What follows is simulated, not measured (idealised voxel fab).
process module | voxel air gaps
cross-section cut | 210 nm wide | cells 5 nm
A cross-section is a grid of square cells, given in bands from the top down. A band is one or more rows of cells.
Each band's line starts with the height of the band's top and of its bottom, in nm. Then come its materials from left to right, each with its width in nm. One material with "throughout" fills the band from edge to edge. "air" is empty space.
Height 0 is the level under which the wafer as received is all one material. The lowest band goes on downwards, as in "0 down".
A width such as "30 to 40" changes by the same amount from each row of cells to the next, from the band's top row to its bottom row.
"no change" after a step means that no cell of the cross-section changed.
closed voids: empty space of 8 cells or more with no open way to the top, each as width x height at its distance from the left edge, in nm
after a step's settings: what the simulator itself notes on the step
overlay nm, on a step with a mask: how far to the right of its planned place the mask lay; to the left if negative
plan
1 op RECEIVE | material Si
2 op CONFORMAL_DEP | material SiO2 | thk nm 10
3 op CONFORMAL_DEP | material SiN | thk nm 5
4 op DIRECTIONAL_DEP | material lowk | thk nm 35
5 op DIRECTIONAL_DEP | material aC | thk nm 15
6 op PATTERN | tone open | mask id LINES | material resist | width nm 15 | pitch nm 45 | thk nm 30 | overlay nm 0
7 op DIRECTIONAL_ETCH | etch materials aC | depth nm 15
8 op STRIP | etch materials resist
9 op DIRECTIONAL_ETCH | etch materials lowk | depth nm 35
10 op STRIP | etch materials aC
11 op CONFORMAL_DEP | material TiN | thk nm 5
12 op FILL_DEP | material Ru | thk nm 5
13 op CMP | height nm 50
14 op EPI | material Ru | thk nm 10
15 op SELECTIVE_ETCH | etch materials lowk | depth nm 45
16 op CONFORMAL_DEP | material SiCN | thk nm 5
as received, after step 1
  0 down: Si throughout
  closed voids: none
a wafer at the end: this start, this plan, one mistake
  65 to 60: air 15 | SiCN 180 | air 15
  60 to 50: air 15 | SiCN 5 | Ru 35 | SiCN 10 | Ru 35 | SiCN 10 | Ru 35 | SiCN 10 | Ru 35 | SiCN 5 | air 15
  50 to 45: air 15 | SiCN 15 | TiN 5 | Ru 5 | TiN 5 | SiCN 30 | TiN 5 | Ru 5 | TiN 5 | SiCN 30 | TiN 5 | Ru 5 | TiN 5 | SiCN 30 | TiN 5 | Ru 5 | TiN 5 | SiCN 15 | air 15
  45 to 25: air 25 | SiCN 5 | TiN 5 | Ru 5 | TiN 5 | SiCN 5 | air 20 | SiCN 5 | TiN 5 | Ru 5 | TiN 5 | SiCN 5 | air 20 | SiCN 5 | TiN 5 | Ru 5 | TiN 5 | SiCN 5 | air 20 | SiCN 5 | TiN 5 | Ru 5 | TiN 5 | SiCN 5 | air 25
  25 to 20: SiCN 30 | TiN 15 | SiCN 30 | TiN 15 | SiCN 30 | TiN 15 | SiCN 30 | TiN 15 | SiCN 30
  20 to 15: SiN throughout
  15 to 0: SiO2 throughout
  0 down: Si throughout
  closed voids: 20 x 20 at 50; 20 x 20 at 95; 20 x 20 at 140
what went wrong: step 2 ran as: op CONFORMAL_DEP | material SiO2 | thk nm 15
